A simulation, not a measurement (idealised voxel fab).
process module | voxel fin reveal
cross-section cut | 175 nm wide | cells 5 nm
A cross-section is a grid of square cells, given in bands from the top down. A band is one or more rows of cells.
Each band's line starts with the height of the band's top and of its bottom, in nm. Then come its materials from left to right, each with its width in nm. One material with "throughout" fills the band from edge to edge. "air" is empty space.
Height 0 is the level under which the wafer as received is all one material. The lowest band goes on downwards, as in "0 down".
A width such as "30 to 40" changes by the same amount from each row of cells to the next, from the band's top row to its bottom row.
"no change" after a step means that no cell of the cross-section changed.
closed voids: empty space of 8 cells or more with no open way to the top, each as width x height at its distance from the left edge, in nm
after a step's settings: what the simulator itself notes on the step
overlay nm, on a step with a mask: how far to the right of its planned place the mask lay; to the left if negative
plan
1 op RECEIVE | material Si
2 op CONFORMAL_DEP | material SiN | thk nm 5
3 op MASKED_ETCH | tone cover | mask id FINS | width nm 15 | pitch nm 40 | etch materials SiN | depth nm 5 | overlay nm 0
4 op MASKED_ETCH | tone cover | mask id FINS | width nm 15 | pitch nm 40 | etch materials Si | depth nm 30 | overlay nm 0
5 op FILL_DEP | material SiO2 | thk nm 10
6 op CMP | height nm 5
7 op SELECTIVE_ETCH | etch materials SiO2 | depth nm 25
8 op STRIP | etch materials SiN
as received, after step 1
  0 down: Si throughout
  closed voids: none
a wafer at the end: this start, this plan, one mistake
  0 to -20: air 40 | Si 15 | air 25 | Si 15 | air 25 | Si 15 | air 40
  -20 to -25: SiO2 15 | air 25 | Si 15 | air 25 | Si 15 | air 25 | Si 15 | air 25 | SiO2 15
  -25 to -30: SiO2 40 | Si 15 | SiO2 25 | Si 15 | SiO2 25 | Si 15 | SiO2 40
  -30 down: Si throughout
  closed voids: none
what went wrong: steps 7 and 8 were swapped
